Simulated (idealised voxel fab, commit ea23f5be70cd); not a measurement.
Documented hereafter: the process module known as voxel quadruple lines.
cross-section cut | 155 nm wide | cells 5 nm
This document writes a cross-section as a grid whose cells are square, and gives it as bands, listed from the top down; one or more rows of cells form a band. Top height, bottom height, nm. Materials left to right, width each, nm. Single material + "edge to edge" = fills band edge to edge. "blank" = empty. Basically, 0 is our baseline, since under it the wafer straight out of the box is all one material. The bottom band has no lower end and keeps on going down, so it looks like "0 nm and below". It should be noted that a width expressed as "30 to 40" varies in equal increments from row to row of cells within the band, taking the value of the first number at the top row and that of the second number at the bottom row. Basically "no modification" means that step didn't change any cell in the cross-section. Empty spaces without an open route to the top, at least 8 cells in extent, make up the entry "Fully enclosed voids"; each is given as width x height at distance, where the distance is measured from the left edge, and all are in nm. Past the settings on a step's line: simulator remark, on that step. A step's line can hold "overlay nm"; with a mask on that step, the setting says how far right of the planned place the mask lay, while a negative setting says it lay to the left.
## This section lists the process steps that were planned
1,RECEIVE (material Si)
2,CONFORMAL_DEP (material SiO2; thk nm 5)
3,DIRECTIONAL_DEP (material W; thk nm 10)
4,DIRECTIONAL_DEP (material polySi; thk nm 15)
5,DIRECTIONAL_DEP (material aC; thk nm 20)
6,PATTERN (tone cover; mask id MANDREL; material resist; width nm 35; thk nm 30; overlay nm 0)
7,DIRECTIONAL_ETCH (etch materials aC; depth nm 20)
8,STRIP (etch materials resist)
9,CONFORMAL_DEP (material SiO2; thk nm 15)
10,DIRECTIONAL_ETCH (etch materials SiO2; depth nm 15)
11,STRIP (etch materials aC)
12,DIRECTIONAL_ETCH (etch materials polySi; depth nm 15)
13,STRIP (etch materials SiO2)
14,CONFORMAL_DEP (material SiCN; thk nm 10)
15,DIRECTIONAL_ETCH (etch materials SiCN; depth nm 10)
16,STRIP (etch materials polySi)
17,DIRECTIONAL_ETCH (etch materials W; depth nm 10)
18,STRIP (etch materials SiCN)
## Below: the first of two wafers, run as planned
## Step 1 complete: cross-section of the wafer as received
    0 nm and below | Si edge to edge
    Fully enclosed voids: none
## State of the wafer after step 2, shown in cross-section
    5 nm to 0 nm | SiO2 edge to edge
    At heights below 0, the structure remains unaltered.
## State of the wafer after step 3, shown in cross-section
    15 nm to 5 nm | W edge to edge
    At heights below 5, the structure remains unaltered.
## State of the wafer after step 4, shown in cross-section
    30 nm to 15 nm | polySi edge to edge
    At heights below 15, the structure remains unaltered.
## State of the wafer after step 5, shown in cross-section
    50 nm to 30 nm | aC edge to edge
    At heights below 30, the structure remains unaltered.
## State of the wafer after step 6, shown in cross-section
    80 nm to 50 nm | 60 of blank / 35 of resist / 60 of blank
    At heights below 50, the structure remains unaltered.
## State of the wafer after step 7, shown in cross-section
    60 nm to 50 nm | 60 of blank / 35 of resist / 60 of blank
    50 nm to 30 nm | 60 of blank / 35 of aC / 60 of blank
    At heights below 30, the structure remains unaltered.
## State of the wafer after step 8, shown in cross-section
    50 nm to 30 nm | 60 of blank / 35 of aC / 60 of blank
    At heights below 30, the structure remains unaltered.
## State of the wafer after step 9, shown in cross-section
    65 nm to 50 nm | 45 of blank / 65 of SiO2 / 45 of blank
    50 nm to 45 nm | 45 of blank / 15 of SiO2 / 35 of aC / 15 of SiO2 / 45 of blank
    45 nm to 30 nm | 60 of SiO2 / 35 of aC / 60 of SiO2
    At heights below 30, the structure remains unaltered.
## State of the wafer after step 10, shown in cross-section
    50 nm to 30 nm | 45 of blank / 15 of SiO2 / 35 of aC / 15 of SiO2 / 45 of blank
    At heights below 30, the structure remains unaltered.
## State of the wafer after step 11, shown in cross-section
    50 nm to 30 nm | 45 of blank / 15 of SiO2 / 35 of blank / 15 of SiO2 / 45 of blank
    At heights below 30, the structure remains unaltered.
## State of the wafer after step 12, shown in cross-section
    50 nm to 30 nm | 45 of blank / 15 of SiO2 / 35 of blank / 15 of SiO2 / 45 of blank
    30 nm to 15 nm | 45 of blank / 15 of polySi / 35 of blank / 15 of polySi / 45 of blank
    At heights below 15, the structure remains unaltered.
## State of the wafer after step 13, shown in cross-section
    30 nm to 15 nm | 45 of blank / 15 of polySi / 35 of blank / 15 of polySi / 45 of blank
    At heights below 15, the structure remains unaltered.
## State of the wafer after step 14, shown in cross-section
    40 nm to 30 nm | 35 of blank / 35 of SiCN / 15 of blank / 35 of SiCN / 35 of blank
    30 nm to 25 nm | 35 of blank / 10 of SiCN / 15 of polySi / 10 of SiCN / 15 of blank / 10 of SiCN / 15 of polySi / 10 of SiCN / 35 of blank
    25 nm to 15 nm | 45 of SiCN / 15 of polySi / 35 of SiCN / 15 of polySi / 45 of SiCN
    At heights below 15, the structure remains unaltered.
## State of the wafer after step 15, shown in cross-section
    30 nm to 15 nm | 35 of blank / 10 of SiCN / 15 of polySi / 10 of SiCN / 15 of blank / 10 of SiCN / 15 of polySi / 10 of SiCN / 35 of blank
    At heights below 15, the structure remains unaltered.
## State of the wafer after step 16, shown in cross-section
    30 nm to 15 nm | 35 of blank / 10 of SiCN / 15 of blank / 10 of SiCN / 15 of blank / 10 of SiCN / 15 of blank / 10 of SiCN / 35 of blank
    At heights below 15, the structure remains unaltered.
## State of the wafer after step 17, shown in cross-section
    30 nm to 15 nm | 35 of blank / 10 of SiCN / 15 of blank / 10 of SiCN / 15 of blank / 10 of SiCN / 15 of blank / 10 of SiCN / 35 of blank
    15 nm to 5 nm | 35 of blank / 10 of W / 15 of blank / 10 of W / 15 of blank / 10 of W / 15 of blank / 10 of W / 35 of blank
    At heights below 5, the structure remains unaltered.
## State of the wafer after step 18, shown in cross-section
    15 nm to 5 nm | 35 of blank / 10 of W / 15 of blank / 10 of W / 15 of blank / 10 of W / 15 of blank / 10 of W / 35 of blank
    At heights below 5, the structure remains unaltered.
## Here the second wafer is described. Its start and its plan were those of the first wafer. Its run contained one mistake. Up to and including step 5, it did exactly what the first wafer did
## Second wafer, cut view, end of step 6 per plan
    80 nm to 50 nm | 65 of blank / 30 of resist / 60 of blank
    At heights below 50, the structure remains unaltered.
## Second wafer, cut view, end of step 7 per plan
    60 nm to 50 nm | 65 of blank / 30 of resist / 60 of blank
    50 nm to 30 nm | 65 of blank / 30 of aC / 60 of blank
    At heights below 30, the structure remains unaltered.
## Second wafer, cut view, end of step 8 per plan
    50 nm to 30 nm | 65 of blank / 30 of aC / 60 of blank
    At heights below 30, the structure remains unaltered.
## Second wafer, cut view, end of step 9 per plan
    65 nm to 50 nm | 50 of blank / 60 of SiO2 / 45 of blank
    50 nm to 45 nm | 50 of blank / 15 of SiO2 / 30 of aC / 15 of SiO2 / 45 of blank
    45 nm to 30 nm | 65 of SiO2 / 30 of aC / 60 of SiO2
    At heights below 30, the structure remains unaltered.
## Second wafer, cut view, end of step 10 per plan
    50 nm to 30 nm | 50 of blank / 15 of SiO2 / 30 of aC / 15 of SiO2 / 45 of blank
    At heights below 30, the structure remains unaltered.
## Second wafer, cut view, end of step 11 per plan
    50 nm to 30 nm | 50 of blank / 15 of SiO2 / 30 of blank / 15 of SiO2 / 45 of blank
    At heights below 30, the structure remains unaltered.
## Second wafer, cut view, end of step 12 per plan
    50 nm to 30 nm | 50 of blank / 15 of SiO2 / 30 of blank / 15 of SiO2 / 45 of blank
    30 nm to 15 nm | 50 of blank / 15 of polySi / 30 of blank / 15 of polySi / 45 of blank
    At heights below 15, the structure remains unaltered.
## Second wafer, cut view, end of step 13 per plan
    30 nm to 15 nm | 50 of blank / 15 of polySi / 30 of blank / 15 of polySi / 45 of blank
    At heights below 15, the structure remains unaltered.
## Second wafer, cut view, end of step 14 per plan
    40 nm to 30 nm | 40 of blank / 35 of SiCN / 10 of blank / 35 of SiCN / 35 of blank
    30 nm to 25 nm | 40 of blank / 10 of SiCN / 15 of polySi / 10 of SiCN / 10 of blank / 10 of SiCN / 15 of polySi / 10 of SiCN / 35 of blank
    25 nm to 15 nm | 50 of SiCN / 15 of polySi / 30 of SiCN / 15 of polySi / 45 of SiCN
    At heights below 15, the structure remains unaltered.
## Second wafer, cut view, end of step 15 per plan
    30 nm to 15 nm | 40 of blank / 10 of SiCN / 15 of polySi / 10 of SiCN / 10 of blank / 10 of SiCN / 15 of polySi / 10 of SiCN / 35 of blank
    At heights below 15, the structure remains unaltered.
## Second wafer, cut view, end of step 16 per plan
    30 nm to 15 nm | 40 of blank / 10 of SiCN / 15 of blank / 10 of SiCN / 10 of blank / 10 of SiCN / 15 of blank / 10 of SiCN / 35 of blank
    At heights below 15, the structure remains unaltered.
## Second wafer, cut view, end of step 17 per plan
    30 nm to 15 nm | 40 of blank / 10 of SiCN / 15 of blank / 10 of SiCN / 10 of blank / 10 of SiCN / 15 of blank / 10 of SiCN / 35 of blank
    15 nm to 5 nm | 40 of blank / 10 of W / 15 of blank / 10 of W / 10 of blank / 10 of W / 15 of blank / 10 of W / 35 of blank
    At heights below 5, the structure remains unaltered.
## Second wafer, cut view, end of step 18 per plan
    15 nm to 5 nm | 40 of blank / 10 of W / 15 of blank / 10 of W / 10 of blank / 10 of W / 15 of blank / 10 of W / 35 of blank
    At heights below 5, the structure remains unaltered.
Where did the run depart from the plan? step 6 did not happen as planned, as run it was PATTERN (tone cover; mask id MANDREL; material resist; width nm 30; thk nm 30; overlay nm 0)
At the end, each material covers as many cells on the second wafer as it does on the first, though the cells it covers are elsewhere.
